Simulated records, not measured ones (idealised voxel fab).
Name of the process module below: voxel capacitor over wiring
Cross-section cut: width 200 nm, square cells of 5 nm.
A cross-section is written here as square cells arranged in a grid, and it is given in bands from the top down, each band taking up one or more rows of cells.
Band entry format. Leading values: height of top, height of bottom, nm. Remainder: materials in left-to-right order, each with its width in nm. Special words: "all across" on a single material, which then fills the band edge to edge; "empty", empty space.
Heights are measured from 0, the level below which the as-received wafer is all one material; the lowest band has no bottom and continues downward, written as in "0 down".
Top row gets the first number, bottom row gets the second, and each row in between changes by the same step: that is how a band width like "30 to 40" works.
"changes: none" -> step changed no cross-section cell.
Empty spaces counting at least 8 cells and having no open way to the top are listed in "Non-vented voids". The notation width x height at distance is used for each, the distance being from the left edge and all three values in nm.
Where a step's line continues beyond its settings, the continuation is a remark by the simulator itself on that step.
"overlay nm" answers the question of how far to the right of plan the mask lay on a step that has a mask, and when it is negative the answer is to the left.
-- Process steps foreseen in the plan
1) RECEIVE [material Si]
2) CONFORMAL_DEP [material SiO2] [thk nm 15]
3) DIRECTIONAL_DEP [material TiN] [thk nm 5]
4) DIRECTIONAL_DEP [material Ru] [thk nm 15]
5) MASKED_ETCH [tone cover] [mask id METAL_1] [width nm 25] [pitch nm 85] [etch materials Ru] [depth nm 15] [overlay nm 0]
6) MASKED_ETCH [tone cover] [mask id METAL_1] [width nm 25] [pitch nm 85] [etch materials TiN] [depth nm 5] [overlay nm 0]
7) FILL_DEP [material lowk] [thk nm 10]
8) CMP [height nm 35]
9) CONFORMAL_DEP [material SiCN] [thk nm 5]
10) DIRECTIONAL_DEP [material lowk] [thk nm 20]
11) MASKED_ETCH [tone open] [mask id PLUG_1] [width nm 15] [etch materials lowk] [depth nm 20] [overlay nm 0]
12) MASKED_ETCH [tone open] [mask id PLUG_1] [width nm 15] [etch materials SiCN] [depth nm 5] [overlay nm 0]
13) EPI [material Ru] [thk nm 10]
14) EPI [material Ru] [thk nm 10]
15) EPI [material Ru] [thk nm 5]
16) DIRECTIONAL_DEP [material TiN] [thk nm 10]
17) DIRECTIONAL_DEP [material Al2O3] [thk nm 5]
18) DIRECTIONAL_DEP [material TiN] [thk nm 5]
19) PATTERN [tone cover] [mask id UPPER_PLATE] [material resist] [width nm 65] [thk nm 15] [overlay nm 0]
20) DIRECTIONAL_ETCH [etch materials TiN] [depth nm 5]
21) DIRECTIONAL_ETCH [etch materials Al2O3] [depth nm 5]
22) STRIP [etch materials resist]
23) PATTERN [tone cover] [mask id LOWER_PLATE] [material resist] [width nm 75] [thk nm 20] [overlay nm 0]
24) DIRECTIONAL_ETCH [etch materials TiN] [depth nm 10]
25) STRIP [etch materials resist]
26) FILL_DEP [material SiO2] [thk nm 15]
27) CMP [height nm 90]
28) DIRECTIONAL_DEP [material aC] [thk nm 15]
29) PATTERN [tone open] [mask id PLUG_2] [material resist] [width nm 15] [thk nm 30] [overlay nm 0]
30) DIRECTIONAL_ETCH [etch materials aC] [depth nm 15]
31) STRIP [etch materials resist]
32) DIRECTIONAL_ETCH [etch materials SiO2] [depth nm 10]
33) STRIP [etch materials aC]
34) CONFORMAL_DEP [material TiN] [thk nm 5]
35) FILL_DEP [material W] [thk nm 10]
36) CMP [height nm 90]
37) CONFORMAL_DEP [material SiCN] [thk nm 5]
-- Run as planned: first of two wafers
-- Received-state cross-section, reflecting completion of step 1
    0 down | Si all across
    Non-vented voids: none
-- Cross-section through the wafer, step 2 finished
    15 to 0 | SiO2 all across
    At heights below 0, the structure remains unaltered.
-- Cross-section through the wafer, step 3 finished
    20 to 15 | TiN all across
    At heights below 15, the structure remains unaltered.
-- Cross-section through the wafer, step 4 finished
    35 to 20 | Ru all across
    At heights below 20, the structure remains unaltered.
-- Cross-section through the wafer, step 5 finished
    35 to 20 | empty (45), then Ru (25), then empty (60), then Ru (25), then empty (45)
    At heights below 20, the structure remains unaltered.
-- Cross-section through the wafer, step 6 finished
    35 to 20 | empty (45), then Ru (25), then empty (60), then Ru (25), then empty (45)
    20 to 15 | empty (45), then TiN (25), then empty (60), then TiN (25), then empty (45)
    At heights below 15, the structure remains unaltered.
-- Cross-section through the wafer, step 7 finished
    45 to 35 | lowk all across
    35 to 20 | lowk (45), then Ru (25), then lowk (60), then Ru (25), then lowk (45)
    20 to 15 | lowk (45), then TiN (25), then lowk (60), then TiN (25), then lowk (45)
    At heights below 15, the structure remains unaltered.
-- Cross-section through the wafer, step 8 finished
    35 to 20 | lowk (45), then Ru (25), then lowk (60), then Ru (25), then lowk (45)
    At heights below 20, the structure remains unaltered.
-- Cross-section through the wafer, step 9 finished
    40 to 35 | SiCN all across
    At heights below 35, the structure remains unaltered.
-- Cross-section through the wafer, step 10 finished
    60 to 40 | lowk all across
    At heights below 40, the structure remains unaltered.
-- Cross-section through the wafer, step 11 finished
    60 to 40 | lowk (55), then empty (15), then lowk (130)
    At heights below 40, the structure remains unaltered.
-- Cross-section through the wafer, step 12 finished
    60 to 40 | lowk (55), then empty (15), then lowk (130)
    40 to 35 | SiCN (55), then empty (15), then SiCN (130)
    At heights below 35, the structure remains unaltered.
-- Cross-section through the wafer, step 13 finished
    60 to 45 | lowk (55), then empty (15), then lowk (130)
    45 to 40 | lowk (55), then Ru (15), then lowk (130)
    40 to 35 | SiCN (55), then Ru (15), then SiCN (130)
    At heights below 35, the structure remains unaltered.
-- Cross-section through the wafer, step 14 finished
    60 to 55 | lowk (55), then empty (15), then lowk (130)
    55 to 40 | lowk (55), then Ru (15), then lowk (130)
    At heights below 40, the structure remains unaltered.
-- Cross-section through the wafer, step 15 finished
    60 to 40 | lowk (55), then Ru (15), then lowk (130)
    At heights below 40, the structure remains unaltered.
-- Cross-section through the wafer, step 16 finished
    70 to 60 | TiN all across
    At heights below 60, the structure remains unaltered.
-- Cross-section through the wafer, step 17 finished
    75 to 70 | Al2O3 all across
    At heights below 70, the structure remains unaltered.
-- Cross-section through the wafer, step 18 finished
    80 to 75 | TiN all across
    At heights below 75, the structure remains unaltered.
-- Cross-section through the wafer, step 19 finished
    95 to 80 | empty (55), then resist (65), then empty (80)
    At heights below 80, the structure remains unaltered.
-- Cross-section through the wafer, step 20 finished
    95 to 80 | empty (55), then resist (65), then empty (80)
    80 to 75 | empty (55), then TiN (65), then empty (80)
    At heights below 75, the structure remains unaltered.
-- Cross-section through the wafer, step 21 finished
    95 to 80 | empty (55), then resist (65), then empty (80)
    80 to 75 | empty (55), then TiN (65), then empty (80)
    75 to 70 | empty (55), then Al2O3 (65), then empty (80)
    At heights below 70, the structure remains unaltered.
-- Cross-section through the wafer, step 22 finished
    80 to 75 | empty (55), then TiN (65), then empty (80)
    At heights below 75, the structure remains unaltered.
-- Cross-section through the wafer, step 23 finished
    100 to 80 | empty (50), then resist (75), then empty (75)
    80 to 75 | empty (50), then resist (5), then TiN (65), then resist (5), then empty (75)
    75 to 70 | empty (50), then resist (5), then Al2O3 (65), then resist (5), then empty (75)
    At heights below 70, the structure remains unaltered.
-- Cross-section through the wafer, step 24 finished
    100 to 80 | empty (50), then resist (75), then empty (75)
    80 to 75 | empty (50), then resist (5), then TiN (65), then resist (5), then empty (75)
    75 to 70 | empty (50), then resist (5), then Al2O3 (65), then resist (5), then empty (75)
    70 to 60 | empty (50), then TiN (75), then empty (75)
    At heights below 60, the structure remains unaltered.
-- Cross-section through the wafer, step 25 finished
    80 to 75 | empty (55), then TiN (65), then empty (80)
    75 to 70 | empty (55), then Al2O3 (65), then empty (80)
    At heights below 70, the structure remains unaltered.
-- Cross-section through the wafer, step 26 finished
    95 to 80 | SiO2 all across
    80 to 75 | SiO2 (55), then TiN (65), then SiO2 (80)
    75 to 70 | SiO2 (55), then Al2O3 (65), then SiO2 (80)
    70 to 60 | SiO2 (50), then TiN (75), then SiO2 (75)
    At heights below 60, the structure remains unaltered.
-- Cross-section through the wafer, step 27 finished
    90 to 80 | SiO2 all across
    At heights below 80, the structure remains unaltered.
-- Cross-section through the wafer, step 28 finished
    105 to 90 | aC all across
    At heights below 90, the structure remains unaltered.
-- Cross-section through the wafer, step 29 finished
    135 to 105 | resist (65), then empty (15), then resist (120)
    At heights below 105, the structure remains unaltered.
-- Cross-section through the wafer, step 30 finished
    120 to 105 | resist (65), then empty (15), then resist (120)
    105 to 90 | aC (65), then empty (15), then aC (120)
    At heights below 90, the structure remains unaltered.
-- Cross-section through the wafer, step 31 finished
    105 to 90 | aC (65), then empty (15), then aC (120)
    At heights below 90, the structure remains unaltered.
-- Cross-section through the wafer, step 32 finished
    105 to 90 | aC (65), then empty (15), then aC (120)
    90 to 80 | SiO2 (65), then empty (15), then SiO2 (120)
    At heights below 80, the structure remains unaltered.
-- Cross-section through the wafer, step 33 finished
    90 to 80 | SiO2 (65), then empty (15), then SiO2 (120)
    At heights below 80, the structure remains unaltered.
-- Cross-section through the wafer, step 34 finished
    95 to 90 | TiN (70), then empty (5), then TiN (125)
    90 to 85 | SiO2 (65), then TiN (5), then empty (5), then TiN (5), then SiO2 (120)
    85 to 75 | SiO2 (65 to 55), then TiN (15 to 65), then SiO2 (120 to 80)
    At heights below 75, the structure remains unaltered.
-- Cross-section through the wafer, step 35 finished
    105 to 95 | W all across
    95 to 90 | TiN (70), then W (5), then TiN (125)
    90 to 85 | SiO2 (65), then TiN (5), then W (5), then TiN (5), then SiO2 (120)
    At heights below 85, the structure remains unaltered.
-- Cross-section through the wafer, step 36 finished
    90 to 85 | SiO2 (65), then TiN (5), then W (5), then TiN (5), then SiO2 (120)
    At heights below 85, the structure remains unaltered.
-- Cross-section through the wafer, step 37 finished
    95 to 90 | SiCN all across
    At heights below 90, the structure remains unaltered.
-- The remaining wafer, second of the two, started like the first and was run to the same plan, except that one mistake was made along the way; the two coincide through step 28, inclusive
-- What the second wafer looks like in cross-section when step 29 should have wrapped up
    135 to 105 | empty (65), then resist (15), then empty (120)
    At heights below 105, the structure remains unaltered.
-- What the second wafer looks like in cross-section when step 30 should have wrapped up
    120 to 105 | empty (65), then resist (15), then empty (120)
    105 to 90 | empty (65), then aC (15), then empty (120)
    At heights below 90, the structure remains unaltered.
-- What the second wafer looks like in cross-section when step 31 should have wrapped up
    105 to 90 | empty (65), then aC (15), then empty (120)
    At heights below 90, the structure remains unaltered.
-- What the second wafer looks like in cross-section when step 32 should have wrapped up
    105 to 90 | empty (65), then aC (15), then empty (120)
    90 to 80 | empty (65), then SiO2 (15), then empty (120)
    At heights below 80, the structure remains unaltered.
-- What the second wafer looks like in cross-section when step 33 should have wrapped up
    90 to 80 | empty (65), then SiO2 (15), then empty (120)
    At heights below 80, the structure remains unaltered.
-- What the second wafer looks like in cross-section when step 34 should have wrapped up
    95 to 90 | empty (60), then TiN (25), then empty (115)
    90 to 85 | empty (60), then TiN (5), then SiO2 (15), then TiN (5), then empty (115)
    85 to 80 | TiN (65), then SiO2 (15), then TiN (120)
    At heights below 80, the structure remains unaltered.
-- What the second wafer looks like in cross-section when step 35 should have wrapped up
    105 to 95 | W all across
    95 to 90 | W (60), then TiN (25), then W (115)
    90 to 85 | W (60), then TiN (5), then SiO2 (15), then TiN (5), then W (115)
    At heights below 85, the structure remains unaltered.
-- What the second wafer looks like in cross-section when step 36 should have wrapped up
    90 to 85 | W (60), then TiN (5), then SiO2 (15), then TiN (5), then W (115)
    At heights below 85, the structure remains unaltered.
-- What the second wafer looks like in cross-section when step 37 should have wrapped up
    95 to 90 | SiCN all across
    At heights below 90, the structure remains unaltered.
Against the plan, the run slipped here: rather than as planned, step 29 actually ran as PATTERN [tone cover] [mask id PLUG_2] [material resist] [width nm 15] [thk nm 30] [overlay nm 0]
End of process, cell counts, second wafer against first, materials with more or fewer: SiO2 -68 | TiN +34 | W +34
